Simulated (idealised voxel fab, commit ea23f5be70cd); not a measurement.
Proc. module: voxel released beams
Square cell edge 5 nm, section width 280 nm, ID cut.
When this document writes out a cross-section, it uses a grid of square cells and lists it as bands, beginning at the top and moving down, with a band standing for one or more rows of cells. The band entry comprises the height of the band's top followed by the height of its bottom, expressed in nm, and subsequently the band's materials from left to right, each stated together with its width in nm. Where a single material is marked with the word "all across", that material fills the band from edge to edge. The word "blank" represents empty space. Beneath 0, the wafer as received is one material, and that level is where height counting begins. The lowest band goes on downward without a bottom; it is written like "top 0, no bottom". Top row gets the first number, bottom row gets the second, and each row in between changes by the same step: that is how a band width like "30..40" works. Given "left unchanged" for a step, no cell of the cross-section differs between before and after that step. For the entry "Encapsulated voids", the listed items are empty spaces with no open way to the top whose size is 8 cells or more; each item follows the pattern width x height at distance, where distance is from the left edge and all three are in nm. Note: text after step settings on the step line = simulator remark on that step. A step's line can hold "overlay nm"; with a mask on that step, the setting says how far right of the planned place the mask lay, while a negative setting says it lay to the left.

# Steps in the process plan
| 1 | RECEIVE,material Si |
| 2 | CONFORMAL_DEP,material SiN,thk nm 5 |
| 3 | DIRECTIONAL_DEP,material SiO2,thk nm 20 |
| 4 | PATTERN,tone open,mask id ANCHOR,material resist,width nm 30,thk nm 15,overlay nm 0 |
| 5 | DIRECTIONAL_ETCH,etch materials SiO2,depth nm 20 |
| 6 | STRIP,etch materials resist |
| 7 | CONFORMAL_DEP,material TiN,thk nm 5 |
| 8 | DIRECTIONAL_DEP,material aC,thk nm 10 |
| 9 | PATTERN,tone cover,mask id BEAM,material resist,width nm 105,thk nm 30,overlay nm 0 |
| 10 | DIRECTIONAL_ETCH,etch materials aC,depth nm 10 |
| 11 | STRIP,etch materials resist |
| 12 | DIRECTIONAL_ETCH,etch materials TiN,depth nm 10 |
| 13 | STRIP,etch materials aC |
| 14 | STRIP,etch materials SiO2 |
For this document, wafers share an identical start and vary in the step 7 thk nm; the plan quotes the first wafer's value.

# Cross-section of the first of several wafers as received (after step 1)
	top 0, no bottom  Si all across
	Encapsulated voids: none

# Per wafer (row), end of module: delta in cells per material since receipt, (+) for gained, (-) for lost; closed voids after that
thk nm 5, +56 SiN, +29 TiN, Encapsulated voids: none
thk nm 10, +56 SiN, +58 TiN, Encapsulated voids: none
thk nm 15, +56 SiN, +200 SiO2, +122 TiN, Encapsulated voids: none
thk nm 20, +56 SiN, +200 SiO2, +178 TiN, Encapsulated voids: none
thk nm 25, +56 SiN, +200 SiO2, +234 TiN, Encapsulated voids: none
